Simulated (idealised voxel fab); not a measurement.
This is a process module. Its name is voxel self aligned vias.
Section shown: cut. Width: 210 nm. Cell size: 5 nm, square.
A cross-section is a grid of square cells, given in bands from the top down. A band is one or more rows of cells.
Heights first: top, then bottom, in nm. Then materials, left to right, each with a width in nm. "everywhere" on a single material: fills the band edge to edge. "empty": empty space.
Counting heights begins at 0, where everything beneath is, in the wafer as received, one material. The lowest band has no bottom; it goes on downwards, as "0 and below" shows.
A width such as "30->40" changes by the same amount from each row of cells to the next, from the band's top row to its bottom row.
No cell of the cross-section changed in a step that is given as "identical to before".
Closed-off voids of 8+ cells (no open route to the top) go in "Cavities, sealed", written width x height at distance from the left edge, in nm.
Note: text after step settings on the step line = simulator remark on that step.
overlay nm: mask offset rightward from planned place, masked step; negative means leftward offset.

Process steps foreseen in the plan:
| 1 | RECEIVE, material Si |
| 2 | CONFORMAL_DEP, material SiO2, thk nm 10 |
| 3 | CONFORMAL_DEP, material SiCN, thk nm 5 |
| 4 | DIRECTIONAL_DEP, material lowk, thk nm 20 |
| 5 | PATTERN, tone open, mask id LINES, material resist, width nm 30, pitch nm 55, thk nm 15, overlay nm 0 |
| 6 | DIRECTIONAL_ETCH, etch materials lowk, depth nm 20 |
| 7 | STRIP, etch materials resist |
| 8 | CONFORMAL_DEP, material TiN, thk nm 5 |
| 9 | FILL_DEP, material Ru, thk nm 10 |
| 10 | CMP, height nm 35 |
| 11 | SELECTIVE_ETCH, etch materials W Ru TiN, depth nm 5 |
| 12 | FILL_DEP, material SiN, thk nm 5 |
| 13 | CMP, height nm 35 |
| 14 | DIRECTIONAL_DEP, material lowk, thk nm 20 |
| 15 | MASKED_ETCH, tone open, mask id VIAS, width nm 40, etch materials lowk, depth nm 20, overlay nm 0 |
| 16 | MASKED_ETCH, tone open, mask id VIAS, width nm 40, etch materials SiN, depth nm 5, overlay nm 0 |
| 17 | CONFORMAL_DEP, material TiN, thk nm 5 |
| 18 | FILL_DEP, material W, thk nm 10 |
| 19 | CMP, height nm 55 |
| 20 | CONFORMAL_DEP, material SiN, thk nm 5 |

Step 1 complete: cross-section of the wafer as received:
	0 and below = Si everywhere
	Cavities, sealed: none

Cross-sectional image of the first of two wafers at the end of the module, the run having proceeded as planned:
	60 down to 55 = SiN everywhere
	55 down to 40 = 55 lowk | 5 TiN | 30 W | 5 TiN | 115 lowk
	40 down to 35 = 55 lowk | 10 TiN | 20 W | 10 TiN | 115 lowk
	35 down to 30 = 60 lowk | 30 TiN | 25 lowk | 30 SiN | 65 lowk
	30 down to 20 = 60 lowk | 5 TiN | 20 Ru | 5 TiN | 25 lowk | 5 TiN | 20 Ru | 5 TiN | 65 lowk
	20 down to 15 = 60 lowk | 30 TiN | 25 lowk | 30 TiN | 65 lowk
	15 down to 10 = SiCN everywhere
	10 down to 0 = SiO2 everywhere
	0 and below = Si everywhere
	Cavities, sealed: none

Wafer two cross-section, module end. Start and plan unchanged from wafer one; one mistake made during the run:
	60 down to 55 = SiN everywhere
	55 down to 40 = 55 lowk | 5 TiN | 30 W | 5 TiN | 115 lowk
	40 down to 35 = 55 lowk | 15 TiN | 10 W | 15 TiN | 115 lowk
	35 down to 30 = 65 lowk | 20 TiN | 35 lowk | 20 SiN | 70 lowk
	30 down to 20 = 65 lowk | 5 TiN | 10 Ru | 5 TiN | 35 lowk | 5 TiN | 10 Ru | 5 TiN | 70 lowk
	20 down to 15 = 65 lowk | 20 TiN | 35 lowk | 20 TiN | 70 lowk
	15 down to 10 = SiCN everywhere
	10 down to 0 = SiO2 everywhere
	0 and below = Si everywhere
	Cavities, sealed: none
What went wrong in running the wafer? note that step 5 departed from the planned setting and was carried out as PATTERN, tone open, mask id LINES, material resist, width nm 20, pitch nm 55, thk nm 15, overlay nm 0
Count the cells at the end and the second wafer has more or fewer of some materials than the first: 8 fewer of Ru; 2 fewer of SiN; 4 fewer of TiN; 2 fewer of W; 16 more of lowk
